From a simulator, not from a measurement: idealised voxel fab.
Presented below is a process module, voxel tone inversion.
Square cells of 5 nm make up the cross-section cut, whose width is 165 nm.
In what follows, cross-sections appear as grids of square cells, described through bands that run from the top down, where every band is one or more rows of cells.
Band: top height; bottom height; in nm. Then, left to right: material with width in nm, for each material. "everywhere": a single material spanning edge to edge. "blank": empty space.
Height datum 0, below which the as-received substrate wafer is one material. Lowest band open at the bottom, running downward: "from 0 down".
The notation "30..40" denotes a width that varies across the rows of cells in the band, beginning at the first number in the top row, finishing at the second number in the bottom row, and changing by an identical amount from each row to the next.
"changes: none" means the step left every cell of the cross-section as it was.
Empty spaces without an open route to the top, at least 8 cells in extent, make up the entry "Unvented internal voids"; each is given as width x height at distance, where the distance is measured from the left edge, and all are in nm.
It should be noted that, on the line of a given step, the content following the step's settings is a remark produced by the simulator itself with respect to that step.
Steps that use a mask can have "overlay nm" on their line. It says how far the mask sat to the right of where it was meant to be. Negative means to the left.
[Here's what the planned process steps look like]
- 1: RECEIVE with material Si
- 2: CONFORMAL_DEP with material SiCN, thk nm 10
- 3: DIRECTIONAL_DEP with material polySi, thk nm 15
- 4: PATTERN with tone cover, mask id POSTS, material resist, width nm 15, pitch nm 30, thk nm 20, overlay nm 0
- 5: DIRECTIONAL_ETCH with etch materials polySi, depth nm 15
- 6: STRIP with etch materials resist
- 7: FILL_DEP with material SiO2, thk nm 5
- 8: CMP with height nm 15
- 9: STRIP with etch materials polySi
What sets these wafers apart? The height nm at step 8. They all start alike, and the plan carries the first wafer's value.
[Cross-sectional view of the first of several wafers in the as-received condition, corresponding to the state following step 1]
	from 0 down | Si everywhere
	Unvented internal voids: none
[Here is how to read the rows: every wafer has a row, and it shows the wafer at the end of the module, giving for each material how many cells were gained (+) or lost (-) since the wafer was received, then listing its closed voids]
height nm 15, +66 SiCN, +21 SiO2, Unvented internal voids: none
height nm 20, +66 SiCN, +42 SiO2, Unvented internal voids: none
height nm 25, +66 SiCN, +63 SiO2, Unvented internal voids: none
height nm 30, +66 SiCN, +96 SiO2, +36 polySi, Unvented internal voids: none
